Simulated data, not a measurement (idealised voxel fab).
The following is a process module called voxel plated lines.
The cross-section on display is named cut; it measures 260 nm wide, and its cells are 5 nm squares.
Cross-section = grid of square cells, listed top down in bands; band = one or more rows.
What a band's entry tells you: where the top is and where the bottom is, as heights in nm, and after that what lies inside, material by material from left to right, each with its width in nm. Empty space is written as the word "blank", and a single material marked with the word "everywhere" occupies the band from edge to edge.
Basically, 0 is our baseline, since under it the wafer straight out of the box is all one material. The bottom band has no lower end and keeps on going down, so it looks like "top 0, no bottom".
A two-number width, for instance "30..40", indicates that the width is equal to the first number in the top row of the band and to the second number in the bottom row, and that it changes by a constant amount per row of cells.
Basically "stayed the same" means that step didn't change any cell in the cross-section.
Heads up: "Fully sealed cavities" only lists the empty pockets with no open path to the top that are 8 cells or more, and it writes them as width x height at distance, distance from the left edge, in nm.
That trailing text on a step's line, after the settings, is the simulator's own remark on the step.
"overlay nm" on a masked step: distance the mask lay right of its planned place, negative for left.

-- Planned process steps
1) RECEIVE,material Si
2) CONFORMAL_DEP,material SiO2,thk nm 15
3) DIRECTIONAL_DEP,material TiN,thk nm 5
4) PATTERN,tone open,mask id LINES,material resist,width nm 20,pitch nm 45,thk nm 25,overlay nm 0
5) EPI,material Ru,thk nm 10
6) EPI,material Ru,thk nm 5
7) STRIP,etch materials resist
8) DIRECTIONAL_ETCH,etch materials TiN,depth nm 5
9) CONFORMAL_DEP,material SiCN,thk nm 10

-- Cross-section of the incoming wafer, state after step 1
- top 0, no bottom | Si everywhere
- Fully sealed cavities: none

-- End-of-module cross-section of the first of two wafers, processed as planned
- top 45, bottom 35 | blank 85, SiCN 40, blank 5, SiCN 40, blank 90
- top 35, bottom 25 | blank 85, SiCN 10, Ru 20, SiCN 10, blank 5, SiCN 10, Ru 20, SiCN 10, blank 90
- top 25, bottom 20 | SiCN 95, Ru 20, SiCN 25, Ru 20, SiCN 100
- top 20, bottom 15 | SiCN 95, TiN 20, SiCN 25, TiN 20, SiCN 100
- top 15, bottom 0 | SiO2 everywhere
- top 0, no bottom | Si everywhere
- Fully sealed cavities: none

-- Cross-sectional view of the second of two wafers upon completion of the module. This wafer shared its starting condition and process plan with the first; one error was made during its execution
- top 45, bottom 35 | SiCN everywhere
- top 35, bottom 20 | Ru 95, SiCN 20, Ru 25, SiCN 20, Ru 100
- top 20, bottom 15 | TiN 95, SiCN 20, TiN 25, SiCN 20, TiN 100
- top 15, bottom 0 | SiO2 everywhere
- top 0, no bottom | Si everywhere
- Fully sealed cavities: none
Against the plan, the run slipped here: step 4 was processed under conditions differing from the plan, specifically as PATTERN,tone cover,mask id LINES,material resist,width nm 20,pitch nm 45,thk nm 25,overlay nm 0
at the end the second wafer has, in cells: 108 more of Ru | 36 more of TiN
